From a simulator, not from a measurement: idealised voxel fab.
The document below concerns the process module designated voxel spacer lines.
The width of the displayed cross-section, cut, is 240 nm; its cells are square, with a size of 5 nm.
Cross-section layout: square cells on a grid; listed as bands, top to bottom; a band spans one or more cell rows. For a band, the entry starts with two heights in nm, that of the top and then that of the bottom, and carries on with the band's materials in order from left to right, each alongside its width in nm; the word "all across" beside a single material means it fills the band edge to edge, and "air" means empty space. Height datum 0, below which the as-received substrate wafer is one material. Lowest band open at the bottom, running downward: "0 -> down". Read "30->40" as a graded width: first number on top, second number at the bottom, same change between each pair of neighbouring rows. "no alterations made" (step): cross-section cells unchanged, all of them. Entry "Enclosed internal cavities". Content: empty spaces with no open connection to the top, size 8 cells or greater. Each: width x height at distance. Distance: from left edge. Unit: nm. Note: text after step settings on the step line = simulator remark on that step. overlay nm: right-of-plan distance of the mask on a masked step; negative values mean left-of-plan.

**Planned process steps**
1) RECEIVE | material Si
2) CONFORMAL_DEP | material Al2O3 | thk nm 5
3) DIRECTIONAL_DEP | material SiN | thk nm 15
4) DIRECTIONAL_DEP | material aC | thk nm 30
5) PATTERN | tone cover | mask id MANDREL | material resist | width nm 15 | pitch nm 60 | thk nm 40 | overlay nm 0
6) DIRECTIONAL_ETCH | etch materials aC | depth nm 30
7) STRIP | etch materials resist
8) CONFORMAL_DEP | material SiO2 | thk nm 15
9) DIRECTIONAL_ETCH | etch materials SiO2 | depth nm 15
10) STRIP | etch materials aC
11) DIRECTIONAL_ETCH | etch materials SiN | depth nm 15
12) STRIP | etch materials SiO2

**Run as planned: first of two wafers**

**Cross-section of the incoming wafer, state after step 1**
    0 -> down | Si all across
    Enclosed internal cavities: none

**Wafer xsec, post step 2**
    5 -> 0 | Al2O3 all across
    Under 0: no change, same as before.

**Wafer xsec, post step 3**
    20 -> 5 | SiN all across
    Under 5: no change, same as before.

**Wafer xsec, post step 4**
    50 -> 20 | aC all across
    Under 20: no change, same as before.

**Wafer xsec, post step 5**
    90 -> 50 | air: 50, then resist: 15, then air: 45, then resist: 15, then air: 45, then resist: 15, then air: 55
    Under 50: no change, same as before.

**Wafer xsec, post step 6**
    60 -> 50 | air: 50, then resist: 15, then air: 45, then resist: 15, then air: 45, then resist: 15, then air: 55
    50 -> 20 | air: 50, then aC: 15, then air: 45, then aC: 15, then air: 45, then aC: 15, then air: 55
    Under 20: no change, same as before.

**Wafer xsec, post step 7**
    50 -> 20 | air: 50, then aC: 15, then air: 45, then aC: 15, then air: 45, then aC: 15, then air: 55
    Under 20: no change, same as before.

**Wafer xsec, post step 8**
    65 -> 50 | air: 35, then SiO2: 45, then air: 15, then SiO2: 45, then air: 15, then SiO2: 45, then air: 40
    50 -> 35 | air: 35, then SiO2: 15, then aC: 15, then SiO2: 15, then air: 15, then SiO2: 15, then aC: 15, then SiO2: 15, then air: 15, then SiO2: 15, then aC: 15, then SiO2: 15, then air: 40
    35 -> 20 | SiO2: 50, then aC: 15, then SiO2: 45, then aC: 15, then SiO2: 45, then aC: 15, then SiO2: 55
    Under 20: no change, same as before.

**Wafer xsec, post step 9**
    50 -> 20 | air: 35, then SiO2: 15, then aC: 15, then SiO2: 15, then air: 15, then SiO2: 15, then aC: 15, then SiO2: 15, then air: 15, then SiO2: 15, then aC: 15, then SiO2: 15, then air: 40
    Under 20: no change, same as before.

**Wafer xsec, post step 10**
    50 -> 20 | air: 35, then SiO2: 15, then air: 15, then SiO2: 15, then air: 15, then SiO2: 15, then air: 15, then SiO2: 15, then air: 15, then SiO2: 15, then air: 15, then SiO2: 15, then air: 40
    Under 20: no change, same as before.

**Wafer xsec, post step 11**
    50 -> 20 | air: 35, then SiO2: 15, then air: 15, then SiO2: 15, then air: 15, then SiO2: 15, then air: 15, then SiO2: 15, then air: 15, then SiO2: 15, then air: 15, then SiO2: 15, then air: 40
    20 -> 5 | air: 35, then SiN: 15, then air: 15, then SiN: 15, then air: 15, then SiN: 15, then air: 15, then SiN: 15, then air: 15, then SiN: 15, then air: 15, then SiN: 15, then air: 40
    Under 5: no change, same as before.

**Wafer xsec, post step 12**
    20 -> 5 | air: 35, then SiN: 15, then air: 15, then SiN: 15, then air: 15, then SiN: 15, then air: 15, then SiN: 15, then air: 15, then SiN: 15, then air: 15, then SiN: 15, then air: 40
    Under 5: no change, same as before.

**Here the second wafer is described. Its start and its plan were those of the first wafer. Its run contained one mistake. Up to and including step 2, it did exactly what the first wafer did**

**Cross-sectional representation of the second wafer at the time designated in the plan for the completion of step 3**
    25 -> 5 | SiN all across
    Under 5: no change, same as before.

**Cross-sectional representation of the second wafer at the time designated in the plan for the completion of step 4**
    55 -> 25 | aC all across
    Under 25: no change, same as before.

**Cross-sectional representation of the second wafer at the time designated in the plan for the completion of step 5**
    95 -> 55 | air: 50, then resist: 15, then air: 45, then resist: 15, then air: 45, then resist: 15, then air: 55
    Under 55: no change, same as before.

**Cross-sectional representation of the second wafer at the time designated in the plan for the completion of step 6**
    65 -> 55 | air: 50, then resist: 15, then air: 45, then resist: 15, then air: 45, then resist: 15, then air: 55
    55 -> 25 | air: 50, then aC: 15, then air: 45, then aC: 15, then air: 45, then aC: 15, then air: 55
    Under 25: no change, same as before.

**Cross-sectional representation of the second wafer at the time designated in the plan for the completion of step 7**
    55 -> 25 | air: 50, then aC: 15, then air: 45, then aC: 15, then air: 45, then aC: 15, then air: 55
    Under 25: no change, same as before.

**Cross-sectional representation of the second wafer at the time designated in the plan for the completion of step 8**
    70 -> 55 | air: 35, then SiO2: 45, then air: 15, then SiO2: 45, then air: 15, then SiO2: 45, then air: 40
    55 -> 40 | air: 35, then SiO2: 15, then aC: 15, then SiO2: 15, then air: 15, then SiO2: 15, then aC: 15, then SiO2: 15, then air: 15, then SiO2: 15, then aC: 15, then SiO2: 15, then air: 40
    40 -> 25 | SiO2: 50, then aC: 15, then SiO2: 45, then aC: 15, then SiO2: 45, then aC: 15, then SiO2: 55
    Under 25: no change, same as before.

**Cross-sectional representation of the second wafer at the time designated in the plan for the completion of step 9**
    55 -> 25 | air: 35, then SiO2: 15, then aC: 15, then SiO2: 15, then air: 15, then SiO2: 15, then aC: 15, then SiO2: 15, then air: 15, then SiO2: 15, then aC: 15, then SiO2: 15, then air: 40
    Under 25: no change, same as before.

**Cross-sectional representation of the second wafer at the time designated in the plan for the completion of step 10**
    55 -> 25 | air: 35, then SiO2: 15, then air: 15, then SiO2: 15, then air: 15, then SiO2: 15, then air: 15, then SiO2: 15, then air: 15, then SiO2: 15, then air: 15, then SiO2: 15, then air: 40
    Under 25: no change, same as before.

**Cross-sectional representation of the second wafer at the time designated in the plan for the completion of step 11**
    55 -> 25 | air: 35, then SiO2: 15, then air: 15, then SiO2: 15, then air: 15, then SiO2: 15, then air: 15, then SiO2: 15, then air: 15, then SiO2: 15, then air: 15, then SiO2: 15, then air: 40
    25 -> 10 | air: 35, then SiN: 15, then air: 15, then SiN: 15, then air: 15, then SiN: 15, then air: 15, then SiN: 15, then air: 15, then SiN: 15, then air: 15, then SiN: 15, then air: 40
    Under 10: no change, same as before.

**Cross-sectional representation of the second wafer at the time designated in the plan for the completion of step 12**
    25 -> 10 | air: 35, then SiN: 15, then air: 15, then SiN: 15, then air: 15, then SiN: 15, then air: 15, then SiN: 15, then air: 15, then SiN: 15, then air: 15, then SiN: 15, then air: 40
    Under 10: no change, same as before.
In executing the process, a mistake was made relative to the plan: in deviation from the planned setting, step 3 was conducted as DIRECTIONAL_DEP | material SiN | thk nm 20
At the finish, the second wafer shows more or fewer cells for some materials than the first does: SiN: 48 more
